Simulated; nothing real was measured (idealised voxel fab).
process module | voxel wiring stack
cross-section cut | 165 nm wide | cells 5 nm
A cross-section is a grid of square cells, given in bands from the top down. A band is one or more rows of cells.
Each band's line starts with the height of the band's top and of its bottom, in nm. Then come its materials from left to right, each with its width in nm. One material with "throughout" fills the band from edge to edge. "air" is empty space.
Height 0 is the level under which the wafer as received is all one material. The lowest band goes on downwards, as in "0 down".
A width such as "30 to 40" changes by the same amount from each row of cells to the next, from the band's top row to its bottom row.
"no change" after a step means that no cell of the cross-section changed.
closed voids: empty space of 8 cells or more with no open way to the top, each as width x height at its distance from the left edge, in nm
after a step's settings: what the simulator itself notes on the step
overlay nm, on a step with a mask: how far to the right of its planned place the mask lay; to the left if negative
plan
1 op RECEIVE | material Si
2 op CONFORMAL_DEP | material SiO2 | thk nm 10
3 op CONFORMAL_DEP | material SiCN | thk nm 5
4 op DIRECTIONAL_DEP | material lowk | thk nm 20
5 op MASKED_ETCH | tone open | mask id METAL_1 | width nm 20 | pitch nm 35 | etch materials lowk | depth nm 20 | overlay nm 0
6 op MASKED_ETCH | tone open | mask id METAL_1 | width nm 20 | pitch nm 35 | etch materials SiCN | depth nm 5 | overlay nm 0
7 op CONFORMAL_DEP | material TiN | thk nm 5
8 op FILL_DEP | material Ru | thk nm 10
9 op CMP | height nm 35
10 op CONFORMAL_DEP | material SiCN | thk nm 5
11 op DIRECTIONAL_DEP | material SiO2 | thk nm 35
12 op MASKED_ETCH | tone open | mask id METAL_2 | width nm 20 | pitch nm 35 | etch materials SiO2 | depth nm 20 | overlay nm 0
13 op MASKED_ETCH | tone open | mask id METAL_2_HOLES | width nm 15 | pitch nm 70 | etch materials SiO2 | depth nm 15 | overlay nm 0
14 op MASKED_ETCH | tone open | mask id METAL_2_HOLES | width nm 15 | pitch nm 70 | etch materials SiCN | depth nm 5 | overlay nm 0
15 op CONFORMAL_DEP | material TiN | thk nm 5
16 op FILL_DEP | material Cu | thk nm 5
17 op CMP | height nm 75
18 op CONFORMAL_DEP | material SiCN | thk nm 5
as received, after step 1
  0 down: Si throughout
  closed voids: none
a wafer at the end: this start, this plan, one mistake
  80 to 75: SiCN throughout
  75 to 70: SiCN 35 | TiN 15 | SiCN 55 | TiN 15 | SiCN 45
  70 to 35: SiO2 throughout
  35 to 15: lowk 35 | TiN 5 | Ru 10 | TiN 5 | lowk 15 | TiN 5 | Ru 10 | TiN 5 | lowk 15 | TiN 5 | Ru 10 | TiN 5 | lowk 40
  15 to 10: SiCN 35 | TiN 20 | SiCN 15 | TiN 20 | SiCN 15 | TiN 20 | SiCN 40
  10 to 0: SiO2 throughout
  0 down: Si throughout
  closed voids: none
what went wrong: steps 10 and 11 were swapped
